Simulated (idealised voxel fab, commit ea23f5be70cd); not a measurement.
process module | voxel gate over fins
Shown is cross-section cut, with a width of 275 nm and square cells of size 5 nm.
A cross-section is written here as square cells arranged in a grid, and it is given in bands from the top down, each band taking up one or more rows of cells. The band entry comprises the height of the band's top followed by the height of its bottom, expressed in nm, and subsequently the band's materials from left to right, each stated together with its width in nm. Where a single material is marked with the word "full width", that material fills the band from edge to edge. The word "empty" represents empty space. Where do heights start? At 0: under that level the wafer as delivered is made of one material only. And the lowest band has no floor; it just carries on downward, as in "top 0, no bottom". A width given as "30..40" starts at the first number in the band's top row and ends at the second number in its bottom row, shifting by an equal amount at every step from row to row. For the purposes of this document, the phrase "nothing different" attached to a step denotes that no cell within the cross-section was modified by that step. "Closed-off voids" means: voids of 8 cells or more that are shut off from the top with no open way through. Written width x height at distance, distance from the left edge, in nm. The remark found on a step's line after its settings is issued by the simulator itself and pertains to that step. The optional step-line setting "overlay nm" applies to steps with a mask and quantifies how far to the right of its planned location the mask lay, a negative value indicating leftward placement.
## Listed below are the process steps as planned
1) RECEIVE, material Si
2) CONFORMAL_DEP, material SiN, thk nm 5
3) PATTERN, tone cover, mask id FINS, material resist, width nm 15, pitch nm 55, thk nm 15, overlay nm 0
4) DIRECTIONAL_ETCH, etch materials SiN, depth nm 5
5) DIRECTIONAL_ETCH, etch materials Si, depth nm 30
6) STRIP, etch materials resist
7) FILL_DEP, material SiO2, thk nm 10
8) CMP, height nm 5
9) MASKED_ETCH, tone open, mask id RAIL, width nm 15, etch materials SiO2, depth nm 30, overlay nm 0
10) CONFORMAL_DEP, material TiN, thk nm 5
11) FILL_DEP, material W, thk nm 5
12) CMP, height nm 5
13) SELECTIVE_ETCH, etch materials W Ru TiN, depth nm 20
14) FILL_DEP, material SiO2, thk nm 5
15) CMP, height nm 5
16) SELECTIVE_ETCH, etch materials SiO2, depth nm 15
17) STRIP, etch materials SiN
18) CONFORMAL_DEP, material HfO2, thk nm 5
19) CONFORMAL_DEP, material TiN, thk nm 5
20) CONFORMAL_DEP, material TiAl, thk nm 5
21) CONFORMAL_DEP, material TiN, thk nm 5
22) FILL_DEP, material W, thk nm 15
23) CMP, height nm 30
24) CONFORMAL_DEP, material SiN, thk nm 10
## This is the cross-section of the wafer as we received it, i.e. after step 1
  top 0, no bottom  Si full width
  Closed-off voids: none
## End-of-module XS, first of two wafers, run as planned
  top 40, bottom 30  SiN full width
  top 30, bottom 20  W full width
  top 20, bottom 15  W=80 | TiN=110 | W=85
  top 15, bottom 10  W=80 | TiN=5 | TiAl=45 | TiN=10 | TiAl=45 | TiN=5 | W=85
  top 10, bottom 5  TiN=85 | TiAl=5 | TiN=35 | TiAl=5 | TiN=10 | TiAl=5 | TiN=35 | TiAl=5 | TiN=90
  top 5, bottom 0  TiAl=90 | TiN=5 | HfO2=25 | TiN=5 | TiAl=20 | TiN=5 | HfO2=25 | TiN=5 | TiAl=95
  top 0, bottom -5  TiN=95 | HfO2=5 | Si=15 | HfO2=5 | TiN=30 | HfO2=5 | Si=15 | HfO2=5 | TiN=100
  top -5, bottom -10  HfO2=100 | Si=15 | HfO2=40 | Si=15 | HfO2=105
  top -10, bottom -15  SiO2=100 | Si=15 | SiO2=40 | Si=15 | SiO2=105
  top -15, bottom -20  SiO2=100 | Si=15 | SiO2=10 | TiN=5 | W=5 | TiN=5 | SiO2=15 | Si=15 | SiO2=105
  top -20, bottom -25  SiO2=100 | Si=15 | SiO2=10 | TiN=15 | SiO2=15 | Si=15 | SiO2=105
  top -25, bottom -30  SiO2=100 | Si=15 | SiO2=40 | Si=15 | SiO2=105
  top -30, no bottom  Si full width
  Closed-off voids: none
## Wafer two, end of module, cross-section. Same start, same plan as wafer one. One mistake in the run
  top 40, bottom 30  SiN full width
  top 30, bottom 20  W full width
  top 20, bottom 15  W=80 | TiN=110 | W=85
  top 15, bottom 10  W=80 | TiN=5 | TiAl=45 | TiN=10 | TiAl=45 | TiN=5 | W=85
  top 10, bottom 5  TiN=85 | TiAl=5 | TiN=35 | TiAl=5 | TiN=10 | TiAl=5 | TiN=35 | TiAl=5 | TiN=90
  top 5, bottom 0  TiAl=90 | TiN=5 | HfO2=25 | TiN=5 | TiAl=20 | TiN=5 | HfO2=25 | TiN=5 | TiAl=95
  top 0, bottom -5  TiN=95 | HfO2=5 | Si=15 | HfO2=5 | TiN=30 | HfO2=5 | Si=15 | HfO2=5 | TiN=100
  top -5, bottom -10  HfO2=100 | Si=15 | HfO2=40 | Si=15 | HfO2=105
  top -10, bottom -15  SiO2=100 | Si=15 | SiO2=40 | Si=15 | SiO2=105
  top -15, bottom -20  SiO2=100 | Si=15 | SiO2=10 | TiN=5 | W=5 | TiN=5 | SiO2=15 | Si=15 | SiO2=105
  top -20, bottom -25  SiO2=100 | Si=15 | SiO2=10 | TiN=15 | SiO2=15 | Si=15 | SiO2=105
  top -25, bottom -40  SiO2=100 | Si=15 | SiO2=40 | Si=15 | SiO2=105
  top -40, no bottom  Si full width
  Closed-off voids: none
Finding, execution versus plan: step 5 did not use the planned setting and instead ran as DIRECTIONAL_ETCH, etch materials Si, depth nm 40
The second wafer ends with more or fewer cells of some materials than the first, per final count: Si -98, SiO2 +98
